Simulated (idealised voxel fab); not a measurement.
process module | voxel self aligned vias
Displayed cross-section: cut, width of 185 nm, square cells sized 5 nm.
Cross-sections here: square-cell grids, written as top-down lists of bands, a band being one or more rows of cells. The band entry comprises the height of the band's top followed by the height of its bottom, expressed in nm, and subsequently the band's materials from left to right, each stated together with its width in nm. Where a single material is marked with the word "full width", that material fills the band from edge to edge. The word "empty" represents empty space. Ref level 0: as-received wafer is one material below here. Bottom band extends down with no lower bound ("top 0, no bottom"). It should be noted that a width expressed as "30..40" varies in equal increments from row to row of cells within the band, taking the value of the first number at the top row and that of the second number at the bottom row. "nothing different" after a step means that no cell of the cross-section changed. Completely sealed voids: empty space of 8 cells or more with no open way to the top, each as width x height at its distance from the left edge, in nm. Formally, on a step line, whatever follows the settings is a remark that the simulator itself makes on the step. "overlay nm" answers the question of how far to the right of plan the mask lay on a step that has a mask, and when it is negative the answer is to the left. Every pair from here on: before one process step, after it. The after cross-section reaches only to the lowest band that changed. Below the pair: the step in between and its settings. Pairs can belong to different runs of this module on the same starting wafer; a pair carries on from the pair above only if the entry headed "Incoming structure" says so.

Incoming structure:
> top 0, no bottom | Si full width
> Completely sealed voids: none

After the Step:
> top 15, bottom 0 | SiO2 full width
> Note: structure below 0 unchanged.
> Completely sealed voids: none
Between before and after, shown above: CONFORMAL_DEP with material SiO2, thk nm 15

Incoming structure: we pick up right where the pair above leaves off, with its after cross-section.

After the Step:
> top 20, bottom 15 | SiCN full width
> Note: structure below 15 unchanged.
> Completely sealed voids: none
Between before and after, shown above: CONFORMAL_DEP with material SiCN, thk nm 5

Incoming structure: we pick up right where the pair above leaves off, with its after cross-section.

After the Step:
> top 40, bottom 20 | SiO2 full width
> Note: structure below 20 unchanged.
> Completely sealed voids: none
Between before and after, shown above: DIRECTIONAL_DEP with material SiO2, thk nm 20

Incoming structure: we pick up right where the pair above leaves off, with its after cross-section.

After the Step:
> top 40, bottom 20 | 30 of SiO2 / 25 of empty / 25 of SiO2 / 25 of empty / 25 of SiO2 / 25 of empty / 30 of SiO2
> Note: structure below 20 unchanged.
> Completely sealed voids: none
Between before and after, shown above: MASKED_ETCH with tone open, mask id LINES, width nm 25, pitch nm 50, etch materials SiO2, depth nm 20, overlay nm 0

Incoming structure: we pick up right where the pair above leaves off, with its after cross-section.

After the Step:
> top 45, bottom 40 | 35 of TiN / 15 of empty / 35 of TiN / 15 of empty / 35 of TiN / 15 of empty / 35 of TiN
> top 40, bottom 25 | 30 of SiO2 / 5 of TiN / 15 of empty / 5 of TiN / 25 of SiO2 / 5 of TiN / 15 of empty / 5 of TiN / 25 of SiO2 / 5 of TiN / 15 of empty / 5 of TiN / 30 of SiO2
> top 25, bottom 20 | 30 of SiO2 / 25 of TiN / 25 of SiO2 / 25 of TiN / 25 of SiO2 / 25 of TiN / 30 of SiO2
> Note: structure below 20 unchanged.
> Completely sealed voids: none
Between before and after, shown above: CONFORMAL_DEP with material TiN, thk nm 5

Incoming structure: we pick up right where the pair above leaves off, with its after cross-section.

After the Step:
> top 55, bottom 45 | W full width
> top 45, bottom 40 | 35 of TiN / 15 of W / 35 of TiN / 15 of W / 35 of TiN / 15 of W / 35 of TiN
> top 40, bottom 25 | 30 of SiO2 / 5 of TiN / 15 of W / 5 of TiN / 25 of SiO2 / 5 of TiN / 15 of W / 5 of TiN / 25 of SiO2 / 5 of TiN / 15 of W / 5 of TiN / 30 of SiO2
> Note: structure below 25 unchanged.
> Completely sealed voids: none
Between before and after, shown above: FILL_DEP with material W, thk nm 10

Incoming structure: we pick up right where the pair above leaves off, with its after cross-section.

After the Step:
> top 40, bottom 25 | 30 of SiO2 / 5 of TiN / 15 of W / 5 of TiN / 25 of SiO2 / 5 of TiN / 15 of W / 5 of TiN / 25 of SiO2 / 5 of TiN / 15 of W / 5 of TiN / 30 of SiO2
> Note: structure below 25 unchanged.
> Completely sealed voids: none
Between before and after, shown above: CMP with height nm 40

Incoming structure: we pick up right where the pair above leaves off, with its after cross-section.

After the Step:
> top 40, bottom 35 | 30 of SiO2 / 25 of empty / 25 of SiO2 / 25 of empty / 25 of SiO2 / 25 of empty / 30 of SiO2
> Note: structure below 35 unchanged.
> Completely sealed voids: none
Between before and after, shown above: SELECTIVE_ETCH with etch materials W Ru TiN, depth nm 5

Incoming structure: we pick up right where the pair above leaves off, with its after cross-section.

After the Step:
> top 50, bottom 40 | SiN full width
> top 40, bottom 35 | 30 of SiO2 / 25 of SiN / 25 of SiO2 / 25 of SiN / 25 of SiO2 / 25 of SiN / 30 of SiO2
> Note: structure below 35 unchanged.
> Completely sealed voids: none
Between before and after, shown above: FILL_DEP with material SiN, thk nm 10

Incoming structure: we pick up right where the pair above leaves off, with its after cross-section.

After the Step:
> top 40, bottom 35 | 30 of SiO2 / 25 of SiN / 25 of SiO2 / 25 of SiN / 25 of SiO2 / 25 of SiN / 30 of SiO2
> Note: structure below 35 unchanged.
> Completely sealed voids: none
Between before and after, shown above: CMP with height nm 40

Incoming structure: we pick up right where the pair above leaves off, with its after cross-section.

After the Step:
> top 60, bottom 40 | SiO2 full width
> Note: structure below 40 unchanged.
> Completely sealed voids: none
Between before and after, shown above: DIRECTIONAL_DEP with material SiO2, thk nm 20

Incoming structure: we pick up right where the pair above leaves off, with its after cross-section.

After the Step:
> top 60, bottom 40 | 25 of SiO2 / 35 of empty / 15 of SiO2 / 35 of empty / 15 of SiO2 / 35 of empty / 25 of SiO2
> Note: structure below 40 unchanged.
> Completely sealed voids: none
Between before and after, shown above: MASKED_ETCH with tone open, mask id VIAS, width nm 35, pitch nm 50, etch materials SiO2, depth nm 20, overlay nm 0

Incoming structure: we pick up right where the pair above leaves off, with its after cross-section.

After the Step:
> top 60, bottom 40 | 25 of SiO2 / 35 of empty / 15 of SiO2 / 35 of empty / 15 of SiO2 / 35 of empty / 25 of SiO2
> top 40, bottom 35 | 30 of SiO2 / 25 of empty / 25 of SiO2 / 25 of empty / 25 of SiO2 / 25 of empty / 30 of SiO2
> Note: structure below 35 unchanged.
> Completely sealed voids: none
Between before and after, shown above: MASKED_ETCH with tone open, mask id VIAS, width nm 35, pitch nm 50, etch materials SiN, depth nm 5, overlay nm 0

Incoming structure: we pick up right where the pair above leaves off, with its after cross-section.

After the Step:
> top 65, bottom 60 | 30 of TiN / 25 of empty / 25 of TiN / 25 of empty / 25 of TiN / 25 of empty / 30 of TiN
> top 60, bottom 45 | 25 of SiO2 / 5 of TiN / 25 of empty / 5 of TiN / 15 of SiO2 / 5 of TiN / 25 of empty / 5 of TiN / 15 of SiO2 / 5 of TiN / 25 of empty / 5 of TiN / 25 of SiO2
> top 45, bottom 40 | 25 of SiO2 / 10 of TiN / 15 of empty / 10 of TiN / 15 of SiO2 / 10 of TiN / 15 of empty / 10 of TiN / 15 of SiO2 / 10 of TiN / 15 of empty / 10 of TiN / 25 of SiO2
> top 40, bottom 35 | 30 of SiO2 / 25 of TiN / 25 of SiO2 / 25 of TiN / 25 of SiO2 / 25 of TiN / 30 of SiO2
> Note: structure below 35 unchanged.
> Completely sealed voids: none
Between before and after, shown above: CONFORMAL_DEP with material TiN, thk nm 5

Incoming structure: we pick up right where the pair above leaves off, with its after cross-section.

After the Step:
> top 75, bottom 65 | Cu full width
> top 65, bottom 60 | 30 of TiN / 25 of Cu / 25 of TiN / 25 of Cu / 25 of TiN / 25 of Cu / 30 of TiN
> top 60, bottom 45 | 25 of SiO2 / 5 of TiN / 25 of Cu / 5 of TiN / 15 of SiO2 / 5 of TiN / 25 of Cu / 5 of TiN / 15 of SiO2 / 5 of TiN / 25 of Cu / 5 of TiN / 25 of SiO2
> top 45, bottom 40 | 25 of SiO2 / 10 of TiN / 15 of Cu / 10 of TiN / 15 of SiO2 / 10 of TiN / 15 of Cu / 10 of TiN / 15 of SiO2 / 10 of TiN / 15 of Cu / 10 of TiN / 25 of SiO2
> Note: structure below 40 unchanged.
> Completely sealed voids: none
Between before and after, shown above: FILL_DEP with material Cu, thk nm 10

Incoming structure: we pick up right where the pair above leaves off, with its after cross-section.

After the Step:
> top 60, bottom 45 | 25 of SiO2 / 5 of TiN / 25 of Cu / 5 of TiN / 15 of SiO2 / 5 of TiN / 25 of Cu / 5 of TiN / 15 of SiO2 / 5 of TiN / 25 of Cu / 5 of TiN / 25 of SiO2
> Note: structure below 45 unchanged.
> Completely sealed voids: none
Between before and after, shown above: CMP with height nm 60

Incoming structure: we pick up right where the pair above leaves off, with its after cross-section.

After the Step:
> top 65, bottom 60 | SiCN full width
> Note: structure below 60 unchanged.
> Completely sealed voids: none
Between before and after, shown above: CONFORMAL_DEP with material SiCN, thk nm 5

Incoming structure:
> top 0, no bottom | Si full width
> Completely sealed voids: none

After the Step:
> top 5, bottom 0 | SiCN full width
> Note: structure below 0 unchanged.
> Completely sealed voids: none
Between before and after, shown above: CONFORMAL_DEP with material SiCN, thk nm 5

Incoming structure: we pick up right where the pair above leaves off, with its after cross-section.

After the Step:
> top 25, bottom 5 | SiO2 full width
> Note: structure below 5 unchanged.
> Completely sealed voids: none
Between before and after, shown above: DIRECTIONAL_DEP with material SiO2, thk nm 20

Incoming structure: we pick up right where the pair above leaves off, with its after cross-section.

After the Step:
> top 25, bottom 5 | 30 of SiO2 / 25 of empty / 25 of SiO2 / 25 of empty / 25 of SiO2 / 25 of empty / 30 of SiO2
> Note: structure below 5 unchanged.
> Completely sealed voids: none
Between before and after, shown above: MASKED_ETCH with tone open, mask id LINES, width nm 25, pitch nm 50, etch materials SiO2, depth nm 20, overlay nm 0

Incoming structure: we pick up right where the pair above leaves off, with its after cross-section.

After the Step:
> top 30, bottom 25 | 35 of TiN / 15 of empty / 35 of TiN / 15 of empty / 35 of TiN / 15 of empty / 35 of TiN
> top 25, bottom 10 | 30 of SiO2 / 5 of TiN / 15 of empty / 5 of TiN / 25 of SiO2 / 5 of TiN / 15 of empty / 5 of TiN / 25 of SiO2 / 5 of TiN / 15 of empty / 5 of TiN / 30 of SiO2
> top 10, bottom 5 | 30 of SiO2 / 25 of TiN / 25 of SiO2 / 25 of TiN / 25 of SiO2 / 25 of TiN / 30 of SiO2
> Note: structure below 5 unchanged.
> Completely sealed voids: none
Between before and after, shown above: CONFORMAL_DEP with material TiN, thk nm 5

Incoming structure: we pick up right where the pair above leaves off, with its after cross-section.

After the Step:
> top 40, bottom 30 | W full width
> top 30, bottom 25 | 35 of TiN / 15 of W / 35 of TiN / 15 of W / 35 of TiN / 15 of W / 35 of TiN
> top 25, bottom 10 | 30 of SiO2 / 5 of TiN / 15 of W / 5 of TiN / 25 of SiO2 / 5 of TiN / 15 of W / 5 of TiN / 25 of SiO2 / 5 of TiN / 15 of W / 5 of TiN / 30 of SiO2
> Note: structure below 10 unchanged.
> Completely sealed voids: none
Between before and after, shown above: FILL_DEP with material W, thk nm 10

Incoming structure: we pick up right where the pair above leaves off, with its after cross-section.

After the Step:
> top 35, bottom 30 | W full width
> Note: structure below 30 unchanged.
> Completely sealed voids: none
Between before and after, shown above: SELECTIVE_ETCH with etch materials W Ru TiN, depth nm 5

Incoming structure: we pick up right where the pair above leaves off, with its after cross-section.

After the Step:
> top 45, bottom 35 | SiN full width
> Note: structure below 35 unchanged.
> Completely sealed voids: none
Between before and after, shown above: FILL_DEP with material SiN, thk nm 10

Incoming structure: we pick up right where the pair above leaves off, with its after cross-section.

After the Step:
> top 40, bottom 35 | SiN full width
> Note: structure below 35 unchanged.
> Completely sealed voids: none
Between before and after, shown above: CMP with height nm 40

Incoming structure: we pick up right where the pair above leaves off, with its after cross-section.

After the Step:
> top 60, bottom 40 | SiO2 full width
> Note: structure below 40 unchanged.
> Completely sealed voids: none
Between before and after, shown above: DIRECTIONAL_DEP with material SiO2, thk nm 20

Incoming structure: we pick up right where the pair above leaves off, with its after cross-section.

After the Step:
> top 60, bottom 40 | 25 of SiO2 / 35 of empty / 15 of SiO2 / 35 of empty / 15 of SiO2 / 35 of empty / 25 of SiO2
> Note: structure below 40 unchanged.
> Completely sealed voids: none
Between before and after, shown above: MASKED_ETCH with tone open, mask id VIAS, width nm 35, pitch nm 50, etch materials SiO2, depth nm 20, overlay nm 0

Incoming structure: we pick up right where the pair above leaves off, with its after cross-section.

After the Step:
> top 60, bottom 40 | 25 of SiO2 / 35 of empty / 15 of SiO2 / 35 of empty / 15 of SiO2 / 35 of empty / 25 of SiO2
> top 40, bottom 35 | 25 of SiN / 35 of empty / 15 of SiN / 35 of empty / 15 of SiN / 35 of empty / 25 of SiN
> Note: structure below 35 unchanged.
> Completely sealed voids: none
Between before and after, shown above: MASKED_ETCH with tone open, mask id VIAS, width nm 35, pitch nm 50, etch materials SiN, depth nm 5, overlay nm 0

Incoming structure: we pick up right where the pair above leaves off, with its after cross-section.

After the Step:
> top 65, bottom 60 | 30 of TiN / 25 of empty / 25 of TiN / 25 of empty / 25 of TiN / 25 of empty / 30 of TiN
> top 60, bottom 40 | 25 of SiO2 / 5 of TiN / 25 of empty / 5 of TiN / 15 of SiO2 / 5 of TiN / 25 of empty / 5 of TiN / 15 of SiO2 / 5 of TiN / 25 of empty / 5 of TiN / 25 of SiO2
> top 40, bottom 35 | 25 of SiN / 35 of TiN / 15 of SiN / 35 of TiN / 15 of SiN / 35 of TiN / 25 of SiN
> Note: structure below 35 unchanged.
> Completely sealed voids: none
Between before and after, shown above: CONFORMAL_DEP with material TiN, thk nm 5

Incoming structure: we pick up right where the pair above leaves off, with its after cross-section.

After the Step:
> top 75, bottom 65 | Cu full width
> top 65, bottom 60 | 30 of TiN / 25 of Cu / 25 of TiN / 25 of Cu / 25 of TiN / 25 of Cu / 30 of TiN
> top 60, bottom 40 | 25 of SiO2 / 5 of TiN / 25 of Cu / 5 of TiN / 15 of SiO2 / 5 of TiN / 25 of Cu / 5 of TiN / 15 of SiO2 / 5 of TiN / 25 of Cu / 5 of TiN / 25 of SiO2
> Note: structure below 40 unchanged.
> Completely sealed voids: none
Between before and after, shown above: FILL_DEP with material Cu, thk nm 10

Incoming structure: we pick up right where the pair above leaves off, with its after cross-section.

After the Step:
> top 60, bottom 40 | 25 of SiO2 / 5 of TiN / 25 of Cu / 5 of TiN / 15 of SiO2 / 5 of TiN / 25 of Cu / 5 of TiN / 15 of SiO2 / 5 of TiN / 25 of Cu / 5 of TiN / 25 of SiO2
> Note: structure below 40 unchanged.
> Completely sealed voids: none
Between before and after, shown above: CMP with height nm 60

Incoming structure: we pick up right where the pair above leaves off, with its after cross-section.

After the Step:
> top 65, bottom 60 | SiCN full width
> Note: structure below 60 unchanged.
> Completely sealed voids: none
Between before and after, shown above: CONFORMAL_DEP with material SiCN, thk nm 5

Incoming structure:
> top 15, bottom 0 | SiO2 full width
> top 0, no bottom | Si full width
> Completely sealed voids: none

After the Step:
> top 30, bottom 0 | SiO2 full width
> Note: structure below 0 unchanged.
> Completely sealed voids: none
Between before and after, shown above: CONFORMAL_DEP with material SiO2, thk nm 15

Incoming structure: we pick up right where the pair above leaves off, with its after cross-section.

After the Step:
> top 35, bottom 30 | SiCN full width
> Note: structure below 30 unchanged.
> Completely sealed voids: none
Between before and after, shown above: CONFORMAL_DEP with material SiCN, thk nm 5

Incoming structure: we pick up right where the pair above leaves off, with its after cross-section.

After the Step:
> top 55, bottom 35 | SiO2 full width
> Note: structure below 35 unchanged.
> Completely sealed voids: none
Between before and after, shown above: DIRECTIONAL_DEP with material SiO2, thk nm 20

Incoming structure: we pick up right where the pair above leaves off, with its after cross-section.

After the Step:
> top 55, bottom 35 | 30 of SiO2 / 25 of empty / 25 of SiO2 / 25 of empty / 25 of SiO2 / 25 of empty / 30 of SiO2
> Note: structure below 35 unchanged.
> Completely sealed voids: none
Between before and after, shown above: MASKED_ETCH with tone open, mask id LINES, width nm 25, pitch nm 50, etch materials SiO2, depth nm 20, overlay nm 0

Incoming structure: we pick up right where the pair above leaves off, with its after cross-section.

After the Step:
> top 60, bottom 55 | 35 of TiN / 15 of empty / 35 of TiN / 15 of empty / 35 of TiN / 15 of empty / 35 of TiN
> top 55, bottom 40 | 30 of SiO2 / 5 of TiN / 15 of empty / 5 of TiN / 25 of SiO2 / 5 of TiN / 15 of empty / 5 of TiN / 25 of SiO2 / 5 of TiN / 15 of empty / 5 of TiN / 30 of SiO2
> top 40, bottom 35 | 30 of SiO2 / 25 of TiN / 25 of SiO2 / 25 of TiN / 25 of SiO2 / 25 of TiN / 30 of SiO2
> Note: structure below 35 unchanged.
> Completely sealed voids: none
Between before and after, shown above: CONFORMAL_DEP with material TiN, thk nm 5

Incoming structure: we pick up right where the pair above leaves off, with its after cross-section.

After the Step:
> top 70, bottom 60 | W full width
> top 60, bottom 55 | 35 of TiN / 15 of W / 35 of TiN / 15 of W / 35 of TiN / 15 of W / 35 of TiN
> top 55, bottom 40 | 30 of SiO2 / 5 of TiN / 15 of W / 5 of TiN / 25 of SiO2 / 5 of TiN / 15 of W / 5 of TiN / 25 of SiO2 / 5 of TiN / 15 of W / 5 of TiN / 30 of SiO2
> Note: structure below 40 unchanged.
> Completely sealed voids: none
Between before and after, shown above: FILL_DEP with material W, thk nm 10

Incoming structure: we pick up right where the pair above leaves off, with its after cross-section.

After the Step:
> top 40, bottom 35 | 30 of SiO2 / 25 of TiN / 25 of SiO2 / 25 of TiN / 25 of SiO2 / 25 of TiN / 30 of SiO2
> Note: structure below 35 unchanged.
> Completely sealed voids: none
Between before and after, shown above: CMP with height nm 40

Incoming structure: we pick up right where the pair above leaves off, with its after cross-section.

After the Step:
> top 40, bottom 35 | 30 of SiO2 / 25 of empty / 25 of SiO2 / 25 of empty / 25 of SiO2 / 25 of empty / 30 of SiO2
> Note: structure below 35 unchanged.
> Completely sealed voids: none
Between before and after, shown above: SELECTIVE_ETCH with etch materials W Ru TiN, depth nm 5

Incoming structure: we pick up right where the pair above leaves off, with its after cross-section.

After the Step:
> top 50, bottom 40 | SiN full width
> top 40, bottom 35 | 30 of SiO2 / 25 of SiN / 25 of SiO2 / 25 of SiN / 25 of SiO2 / 25 of SiN / 30 of SiO2
> Note: structure below 35 unchanged.
> Completely sealed voids: none
Between before and after, shown above: FILL_DEP with material SiN, thk nm 10

Incoming structure: we pick up right where the pair above leaves off, with its after cross-section.

After the Step:
> top 40, bottom 35 | 30 of SiO2 / 25 of SiN / 25 of SiO2 / 25 of SiN / 25 of SiO2 / 25 of SiN / 30 of SiO2
> Note: structure below 35 unchanged.
> Completely sealed voids: none
Between before and after, shown above: CMP with height nm 40

Incoming structure: we pick up right where the pair above leaves off, with its after cross-section.

After the Step:
> top 60, bottom 40 | SiO2 full width
> Note: structure below 40 unchanged.
> Completely sealed voids: none
Between before and after, shown above: DIRECTIONAL_DEP with material SiO2, thk nm 20

Incoming structure: we pick up right where the pair above leaves off, with its after cross-section.

After the Step:
> top 60, bottom 40 | 25 of SiO2 / 35 of empty / 15 of SiO2 / 35 of empty / 15 of SiO2 / 35 of empty / 25 of SiO2
> Note: structure below 40 unchanged.
> Completely sealed voids: none
Between before and after, shown above: MASKED_ETCH with tone open, mask id VIAS, width nm 35, pitch nm 50, etch materials SiO2, depth nm 20, overlay nm 0

Incoming structure: we pick up right where the pair above leaves off, with its after cross-section.

After the Step:
> top 60, bottom 40 | 25 of SiO2 / 35 of empty / 15 of SiO2 / 35 of empty / 15 of SiO2 / 35 of empty / 25 of SiO2
> top 40, bottom 35 | 30 of SiO2 / 25 of empty / 25 of SiO2 / 25 of empty / 25 of SiO2 / 25 of empty / 30 of SiO2
> Note: structure below 35 unchanged.
> Completely sealed voids: none
Between before and after, shown above: MASKED_ETCH with tone open, mask id VIAS, width nm 35, pitch nm 50, etch materials SiN, depth nm 5, overlay nm 0

Incoming structure: we pick up right where the pair above leaves off, with its after cross-section.

After the Step:
> top 65, bottom 60 | 30 of TiN / 25 of empty / 25 of TiN / 25 of empty / 25 of TiN / 25 of empty / 30 of TiN
> top 60, bottom 45 | 25 of SiO2 / 5 of TiN / 25 of empty / 5 of TiN / 15 of SiO2 / 5 of TiN / 25 of empty / 5 of TiN / 15 of SiO2 / 5 of TiN / 25 of empty / 5 of TiN / 25 of SiO2
> top 45, bottom 40 | 25 of SiO2 / 10 of TiN / 15 of empty / 10 of TiN / 15 of SiO2 / 10 of TiN / 15 of empty / 10 of TiN / 15 of SiO2 / 10 of TiN / 15 of empty / 10 of TiN / 25 of SiO2
> top 40, bottom 35 | 30 of SiO2 / 25 of TiN / 25 of SiO2 / 25 of TiN / 25 of SiO2 / 25 of TiN / 30 of SiO2
> Note: structure below 35 unchanged.
> Completely sealed voids: none
Between before and after, shown above: CONFORMAL_DEP with material TiN, thk nm 5

Incoming structure: we pick up right where the pair above leaves off, with its after cross-section.

After the Step:
> top 75, bottom 65 | Cu full width
> top 65, bottom 60 | 30 of TiN / 25 of Cu / 25 of TiN / 25 of Cu / 25 of TiN / 25 of Cu / 30 of TiN
> top 60, bottom 45 | 25 of SiO2 / 5 of TiN / 25 of Cu / 5 of TiN / 15 of SiO2 / 5 of TiN / 25 of Cu / 5 of TiN / 15 of SiO2 / 5 of TiN / 25 of Cu / 5 of TiN / 25 of SiO2
> top 45, bottom 40 | 25 of SiO2 / 10 of TiN / 15 of Cu / 10 of TiN / 15 of SiO2 / 10 of TiN / 15 of Cu / 10 of TiN / 15 of SiO2 / 10 of TiN / 15 of Cu / 10 of TiN / 25 of SiO2
> Note: structure below 40 unchanged.
> Completely sealed voids: none
Between before and after, shown above: FILL_DEP with material Cu, thk nm 10

Incoming structure: we pick up right where the pair above leaves off, with its after cross-section.

After the Step:
> top 60, bottom 45 | 25 of SiO2 / 5 of TiN / 25 of Cu / 5 of TiN / 15 of SiO2 / 5 of TiN / 25 of Cu / 5 of TiN / 15 of SiO2 / 5 of TiN / 25 of Cu / 5 of TiN / 25 of SiO2
> Note: structure below 45 unchanged.
> Completely sealed voids: none
Between before and after, shown above: CMP with height nm 60

Incoming structure: we pick up right where the pair above leaves off, with its after cross-section.

After the Step:
> top 65, bottom 60 | SiCN full width
> Note: structure below 60 unchanged.
> Completely sealed voids: none
Between before and after, shown above: CONFORMAL_DEP with material SiCN, thk nm 5

Incoming structure:
> top 15, bottom 0 | SiO2 full width
> top 0, no bottom | Si full width
> Completely sealed voids: none

After the Step:
> top 35, bottom 0 | SiO2 full width
> Note: structure below 0 unchanged.
> Completely sealed voids: none
Between before and after, shown above: DIRECTIONAL_DEP with material SiO2, thk nm 20

Incoming structure: we pick up right where the pair above leaves off, with its after cross-section.

After the Step:
> top 40, bottom 35 | SiCN full width
> Note: structure below 35 unchanged.
> Completely sealed voids: none
Between before and after, shown above: CONFORMAL_DEP with material SiCN, thk nm 5

Incoming structure: we pick up right where the pair above leaves off, with its after cross-section.

After the Step:
> top 45, bottom 40 | TiN full width
> Note: structure below 40 unchanged.
> Completely sealed voids: none
Between before and after, shown above: CONFORMAL_DEP with material TiN, thk nm 5

Incoming structure: we pick up right where the pair above leaves off, with its after cross-section.

After the Step:
> top 55, bottom 45 | W full width
> Note: structure below 45 unchanged.
> Completely sealed voids: none
Between before and after, shown above: FILL_DEP with material W, thk nm 10

Incoming structure: we pick up right where the pair above leaves off, with its after cross-section.

After the Step:
> top 40, bottom 35 | SiCN full width
> Note: structure below 35 unchanged.
> Completely sealed voids: none
Between before and after, shown above: CMP with height nm 40

Incoming structure: we pick up right where the pair above leaves off, with its after cross-section.

After the Step:
> top 50, bottom 40 | SiN full width
> Note: structure below 40 unchanged.
> Completely sealed voids: none
Between before and after, shown above: FILL_DEP with material SiN, thk nm 10

Incoming structure: we pick up right where the pair above leaves off, with its after cross-section.

After the Step:
> top 40, bottom 35 | SiCN full width
> Note: structure below 35 unchanged.
> Completely sealed voids: none
Between before and after, shown above: CMP with height nm 40

Incoming structure: we pick up right where the pair above leaves off, with its after cross-section.

After the Step:
> top 60, bottom 40 | SiO2 full width
> Note: structure below 40 unchanged.
> Completely sealed voids: none
Between before and after, shown above: DIRECTIONAL_DEP with material SiO2, thk nm 20

Incoming structure: we pick up right where the pair above leaves off, with its after cross-section.

After the Step:
> top 60, bottom 40 | 25 of SiO2 / 35 of empty / 15 of SiO2 / 35 of empty / 15 of SiO2 / 35 of empty / 25 of SiO2
> Note: structure below 40 unchanged.
> Completely sealed voids: none
Between before and after, shown above: MASKED_ETCH with tone open, mask id VIAS, width nm 35, pitch nm 50, etch materials SiO2, depth nm 20, overlay nm 0

Incoming structure: we pick up right where the pair above leaves off, with its after cross-section.

After the Step:
> top 65, bottom 60 | 30 of TiN / 25 of empty / 25 of TiN / 25 of empty / 25 of TiN / 25 of empty / 30 of TiN
> top 60, bottom 45 | 25 of SiO2 / 5 of TiN / 25 of empty / 5 of TiN / 15 of SiO2 / 5 of TiN / 25 of empty / 5 of TiN / 15 of SiO2 / 5 of TiN / 25 of empty / 5 of TiN / 25 of SiO2
> top 45, bottom 40 | 25 of SiO2 / 35 of TiN / 15 of SiO2 / 35 of TiN / 15 of SiO2 / 35 of TiN / 25 of SiO2
> Note: structure below 40 unchanged.
> Completely sealed voids: none
Between before and after, shown above: CONFORMAL_DEP with material TiN, thk nm 5

Incoming structure: we pick up right where the pair above leaves off, with its after cross-section.

After the Step:
> top 75, bottom 65 | Cu full width
> top 65, bottom 60 | 30 of TiN / 25 of Cu / 25 of TiN / 25 of Cu / 25 of TiN / 25 of Cu / 30 of TiN
> top 60, bottom 45 | 25 of SiO2 / 5 of TiN / 25 of Cu / 5 of TiN / 15 of SiO2 / 5 of TiN / 25 of Cu / 5 of TiN / 15 of SiO2 / 5 of TiN / 25 of Cu / 5 of TiN / 25 of SiO2
> Note: structure below 45 unchanged.
> Completely sealed voids: none
Between before and after, shown above: FILL_DEP with material Cu, thk nm 10

Incoming structure: we pick up right where the pair above leaves off, with its after cross-section.

After the Step:
> top 60, bottom 45 | 25 of SiO2 / 5 of TiN / 25 of Cu / 5 of TiN / 15 of SiO2 / 5 of TiN / 25 of Cu / 5 of TiN / 15 of SiO2 / 5 of TiN / 25 of Cu / 5 of TiN / 25 of SiO2
> Note: structure below 45 unchanged.
> Completely sealed voids: none
Between before and after, shown above: CMP with height nm 60

Incoming structure: we pick up right where the pair above leaves off, with its after cross-section.

After the Step:
> top 65, bottom 60 | SiCN full width
> Note: structure below 60 unchanged.
> Completely sealed voids: none
Between before and after, shown above: CONFORMAL_DEP with material SiCN, thk nm 5

Incoming structure:
> top 40, bottom 25 | 30 of SiO2 / 5 of TiN / 15 of W / 5 of TiN / 25 of SiO2 / 5 of TiN / 15 of W / 5 of TiN / 25 of SiO2 / 5 of TiN / 15 of W / 5 of TiN / 30 of SiO2
> top 25, bottom 20 | 30 of SiO2 / 25 of TiN / 25 of SiO2 / 25 of TiN / 25 of SiO2 / 25 of TiN / 30 of SiO2
> top 20, bottom 15 | SiCN full width
> top 15, bottom 0 | SiO2 full width
> top 0, no bottom | Si full width
> Completely sealed voids: none

After the Step:
> top 40, bottom 25 | 30 of SiO2 / 25 of empty / 25 of SiO2 / 25 of empty / 25 of SiO2 / 25 of empty / 30 of SiO2
> Note: structure below 25 unchanged.
> Completely sealed voids: none
Between before and after, shown above: SELECTIVE_ETCH with etch materials W Ru TiN, depth nm 15

Incoming structure: we pick up right where the pair above leaves off, with its after cross-section.

After the Step:
> top 50, bottom 40 | SiN full width
> top 40, bottom 25 | 30 of SiO2 / 25 of SiN / 25 of SiO2 / 25 of SiN / 25 of SiO2 / 25 of SiN / 30 of SiO2
> Note: structure below 25 unchanged.
> Completely sealed voids: none
Between before and after, shown above: FILL_DEP with material SiN, thk nm 10

Incoming structure: we pick up right where the pair above leaves off, with its after cross-section.

After the Step:
> top 40, bottom 25 | 30 of SiO2 / 25 of SiN / 25 of SiO2 / 25 of SiN / 25 of SiO2 / 25 of SiN / 30 of SiO2
> Note: structure below 25 unchanged.
> Completely sealed voids: none
Between before and after, shown above: CMP with height nm 40

Incoming structure: we pick up right where the pair above leaves off, with its after cross-section.

After the Step:
> top 60, bottom 40 | SiO2 full width
> Note: structure below 40 unchanged.
> Completely sealed voids: none
Between before and after, shown above: DIRECTIONAL_DEP with material SiO2, thk nm 20

Incoming structure: we pick up right where the pair above leaves off, with its after cross-section.

After the Step:
> top 60, bottom 40 | 25 of SiO2 / 35 of empty / 15 of SiO2 / 35 of empty / 15 of SiO2 / 35 of empty / 25 of SiO2
> Note: structure below 40 unchanged.
> Completely sealed voids: none
Between before and after, shown above: MASKED_ETCH with tone open, mask id VIAS, width nm 35, pitch nm 50, etch materials SiO2, depth nm 20, overlay nm 0

Incoming structure: we pick up right where the pair above leaves off, with its after cross-section.

After the Step:
> top 60, bottom 40 | 25 of SiO2 / 35 of empty / 15 of SiO2 / 35 of empty / 15 of SiO2 / 35 of empty / 25 of SiO2
> top 40, bottom 35 | 30 of SiO2 / 25 of empty / 25 of SiO2 / 25 of empty / 25 of SiO2 / 25 of empty / 30 of SiO2
> Note: structure below 35 unchanged.
> Completely sealed voids: none
Between before and after, shown above: MASKED_ETCH with tone open, mask id VIAS, width nm 35, pitch nm 50, etch materials SiN, depth nm 5, overlay nm 0

Incoming structure: we pick up right where the pair above leaves off, with its after cross-section.

After the Step:
> top 65, bottom 60 | 30 of TiN / 25 of empty / 25 of TiN / 25 of empty / 25 of TiN / 25 of empty / 30 of TiN
> top 60, bottom 45 | 25 of SiO2 / 5 of TiN / 25 of empty / 5 of TiN / 15 of SiO2 / 5 of TiN / 25 of empty / 5 of TiN / 15 of SiO2 / 5 of TiN / 25 of empty / 5 of TiN / 25 of SiO2
> top 45, bottom 40 | 25 of SiO2 / 10 of TiN / 15 of empty / 10 of TiN / 15 of SiO2 / 10 of TiN / 15 of empty / 10 of TiN / 15 of SiO2 / 10 of TiN / 15 of empty / 10 of TiN / 25 of SiO2
> top 40, bottom 35 | 30 of SiO2 / 25 of TiN / 25 of SiO2 / 25 of TiN / 25 of SiO2 / 25 of TiN / 30 of SiO2
> Note: structure below 35 unchanged.
> Completely sealed voids: none
Between before and after, shown above: CONFORMAL_DEP with material TiN, thk nm 5
